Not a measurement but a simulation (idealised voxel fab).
voxel transistor to metal: a process module
Pictured: cross-section cut, 280 nm wide, on a grid of 5 nm square cells.
If you're reading a cross-section in this doc, picture square cells in a grid; it comes to you as bands, top ones listed first down to the bottom, and a band can be one or more rows of cells.
For a band, the entry starts with two heights in nm, that of the top and then that of the bottom, and carries on with the band's materials in order from left to right, each alongside its width in nm; the word "edge to edge" beside a single material means it fills the band edge to edge, and "blank" means empty space.
Beneath 0, the wafer as received is one material, and that level is where height counting begins. The lowest band goes on downward without a bottom; it is written like "top 0, no bottom".
Width: "30 to 40" (first number = top row, second number = bottom row, same change from row to row of cells).
Any step labelled "nothing different" changed none of the cells in the cross-section.
In "Enclosed void entries" the enclosed voids are listed, meaning empty spaces of 8 cells or larger without any opening to the top. The form is width x height at distance, distance from the left edge, units nm.
Note: text after step settings on the step line = simulator remark on that step.
"overlay nm" on a masked step: distance the mask lay right of its planned place, negative for left.

[The steps planned for the process are as follows]
1. RECEIVE with material Si
2. OXIDIZE with depth nm 5
3. CONFORMAL_DEP with material SiN, thk nm 10
4. PATTERN with tone cover, mask id ACTIVE, material resist, width nm 110, pitch nm 130, thk nm 15, overlay nm 0
5. DIRECTIONAL_ETCH with etch materials SiN, depth nm 10
6. DIRECTIONAL_ETCH with etch materials SiO2, depth nm 5
7. DIRECTIONAL_ETCH with etch materials Si, depth nm 35
8. STRIP with etch materials resist
9. FILL_DEP with material SiO2, thk nm 10
10. CMP with height nm 10
11. SELECTIVE_ETCH with etch materials SiO2, depth nm 10
12. STRIP with etch materials SiN
13. SELECTIVE_ETCH with etch materials SiO2, depth nm 5
14. OXIDIZE with depth nm 5
15. DIRECTIONAL_DEP with material polySi, thk nm 25
16. DIRECTIONAL_DEP with material SiCN, thk nm 15
17. MASKED_ETCH with tone cover, mask id GATE, width nm 30, pitch nm 130, etch materials SiCN, depth nm 25, overlay nm 0
18. MASKED_ETCH with tone cover, mask id GATE, width nm 30, pitch nm 130, etch materials polySi, depth nm 35, overlay nm 0
19. CONFORMAL_DEP with material SiN, thk nm 10
20. DIRECTIONAL_ETCH with etch materials SiN, depth nm 10
21. DIRECTIONAL_ETCH with etch materials SiO2, depth nm 5
22. DIRECTIONAL_ETCH with etch materials Si, depth nm 5
23. EPI with material nSi, thk nm 5
24. FILL_DEP with material SiO2, thk nm 5
25. CMP with height nm 20
26. STRIP with etch materials polySi
27. SELECTIVE_ETCH with etch materials SiO2, depth nm 5
28. CONFORMAL_DEP with material HfO2, thk nm 5
29. CONFORMAL_DEP with material TiN, thk nm 5
30. FILL_DEP with material W, thk nm 5
31. CMP with height nm 15
32. DIRECTIONAL_DEP with material SiO2, thk nm 10
33. PATTERN with tone open, mask id CONTACT, material resist, width nm 15, thk nm 15, overlay nm 0
34. DIRECTIONAL_ETCH with etch materials SiO2, depth nm 35
35. STRIP with etch materials resist
36. CONFORMAL_DEP with material TiN, thk nm 5
37. FILL_DEP with material W, thk nm 10
38. CMP with height nm 25
39. CONFORMAL_DEP with material SiCN, thk nm 5
40. DIRECTIONAL_DEP with material lowk, thk nm 25
41. PATTERN with tone open, mask id METAL_1, material resist, width nm 15, thk nm 15, overlay nm 0
42. DIRECTIONAL_ETCH with etch materials lowk, depth nm 25
43. DIRECTIONAL_ETCH with etch materials SiCN, depth nm 5
44. STRIP with etch materials resist
45. CONFORMAL_DEP with material TiN, thk nm 5
46. FILL_DEP with material Ru, thk nm 5
47. CMP with height nm 55
48. CONFORMAL_DEP with material SiCN, thk nm 5

[Cross-section of the incoming wafer, state after step 1]
	top 0, no bottom  Si edge to edge
	Enclosed void entries: none

[This is how the wafer looks in cross-section once the module is done, given the starting state and plan above and one mistake in carrying the plan out]
	top 60, bottom 55  SiCN edge to edge
	top 55, bottom 30  lowk 30; TiN 5; Ru 5; TiN 5; lowk 60; TiN 5; Ru 5; TiN 5; lowk 40; TiN 5; Ru 5; TiN 5; lowk 60; TiN 5; Ru 5; TiN 5; lowk 30
	top 30, bottom 25  SiCN 30; TiN 15; SiCN 60; TiN 15; SiCN 40; TiN 15; SiCN 60; TiN 15; SiCN 30
	top 25, bottom 15  SiO2 30; TiN 5; W 5; TiN 5; SiO2 60; TiN 5; W 5; TiN 5; SiO2 40; TiN 5; W 5; TiN 5; SiO2 60; TiN 5; W 5; TiN 5; SiO2 30
	top 15, bottom -5  SiO2 30; TiN 5; W 5; TiN 5; SiO2 5; SiN 10; TiN 5; W 20; TiN 5; SiN 10; SiO2 5; TiN 5; W 5; TiN 5; SiO2 40; TiN 5; W 5; TiN 5; SiO2 5; SiN 10; TiN 5; W 20; TiN 5; SiN 10; SiO2 5; TiN 5; W 5; TiN 5; SiO2 30
	top -5, bottom -10  SiO2 30; TiN 15; nSi 5; SiO2 5; TiN 40; SiO2 5; nSi 5; TiN 15; SiO2 40; TiN 15; nSi 5; SiO2 5; TiN 40; SiO2 5; nSi 5; TiN 15; SiO2 30
	top -10, bottom -15  SiO2 20; nSi 30; Si 50; nSi 30; SiO2 20; nSi 30; Si 50; nSi 30; SiO2 20
	top -15, bottom -40  SiO2 20; Si 110; SiO2 20; Si 110; SiO2 20
	top -40, no bottom  Si edge to edge
	Enclosed void entries: none
Nonconformance to the process plan: plan step 28 skipped
